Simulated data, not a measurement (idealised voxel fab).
process module | voxel ribs on slabs
The cross-section on display is named cut; it measures 165 nm wide, and its cells are 5 nm squares.
If you're reading a cross-section in this doc, picture square cells in a grid; it comes to you as bands, top ones listed first down to the bottom, and a band can be one or more rows of cells. Band entry format. Leading values: height of top, height of bottom, nm. Remainder: materials in left-to-right order, each with its width in nm. Special words: "everywhere" on a single material, which then fills the band edge to edge; "empty", empty space. Heights from 0 (as-received wafer is one material below). Bottom band endless downward, as "0 nm and below". The notation "30->40" denotes a width that varies across the rows of cells in the band, beginning at the first number in the top row, finishing at the second number in the bottom row, and changing by an identical amount from each row to the next. "no change" (step): cross-section cells unchanged, all of them. What "Enclosed void list" gives you is every empty space of 8 cells or more that is cut off from the top. Each appears as width x height at distance, with the distance taken from the left edge and width, height and distance all in nm. Step line, after settings: the simulator's comment on this step. "overlay nm" denotes, for a step that has a mask, the displacement of the mask to the right of its planned place, with negative values corresponding to the left.

# Intended process steps
- 1: RECEIVE,material Si
- 2: DIRECTIONAL_DEP,material SiO2,thk nm 20
- 3: DIRECTIONAL_DEP,material SiN,thk nm 20
- 4: PATTERN,tone cover,mask id RIB,material resist,width nm 30,thk nm 15,overlay nm 0
- 5: DIRECTIONAL_ETCH,etch materials SiN,depth nm 5
- 6: STRIP,etch materials resist
- 7: PATTERN,tone cover,mask id SLAB,material resist,width nm 70,thk nm 20,overlay nm 0
- 8: DIRECTIONAL_ETCH,etch materials SiN,depth nm 15
- 9: STRIP,etch materials resist
- 10: FILL_DEP,material SiO2,thk nm 25
- 11: CMP,height nm 60
- 12: DIRECTIONAL_DEP,material W,thk nm 5
- 13: PATTERN,tone cover,mask id HEATER,material resist,width nm 40,thk nm 15,overlay nm 0
- 14: DIRECTIONAL_ETCH,etch materials W,depth nm 5
- 15: STRIP,etch materials resist
- 16: CONFORMAL_DEP,material SiN,thk nm 5

# Wafer cross-section on receipt, i.e. after step 1
	0 nm and below | Si everywhere
	Enclosed void list: none

# Looking at the first of two wafers in cross-section at end of module - ran to plan
	70 nm to 65 nm | 55 empty  50 SiN  60 empty
	65 nm to 60 nm | 60 SiN  40 W  65 SiN
	60 nm to 40 nm | SiO2 everywhere
	40 nm to 35 nm | 65 SiO2  30 SiN  70 SiO2
	35 nm to 20 nm | 45 SiO2  70 SiN  50 SiO2
	20 nm to 0 nm | SiO2 everywhere
	0 nm and below | Si everywhere
	Enclosed void list: none

# Second of two wafers, module complete, sectioned: it shares the first wafer's start and plan but was run with one mistake
	70 nm to 65 nm | 65 SiN  30 empty  70 SiN
	65 nm to 60 nm | 60 W  40 SiN  65 W
	60 nm to 40 nm | SiO2 everywhere
	40 nm to 35 nm | 65 SiO2  30 SiN  70 SiO2
	35 nm to 20 nm | 45 SiO2  70 SiN  50 SiO2
	20 nm to 0 nm | SiO2 everywhere
	0 nm and below | Si everywhere
	Enclosed void list: none
Run error: step 13 went in with a setting other than planned; the actual run was PATTERN,tone open,mask id HEATER,material resist,width nm 40,thk nm 15,overlay nm 0
The second wafer ends with more or fewer cells of some materials than the first, per final count: W: 17 more
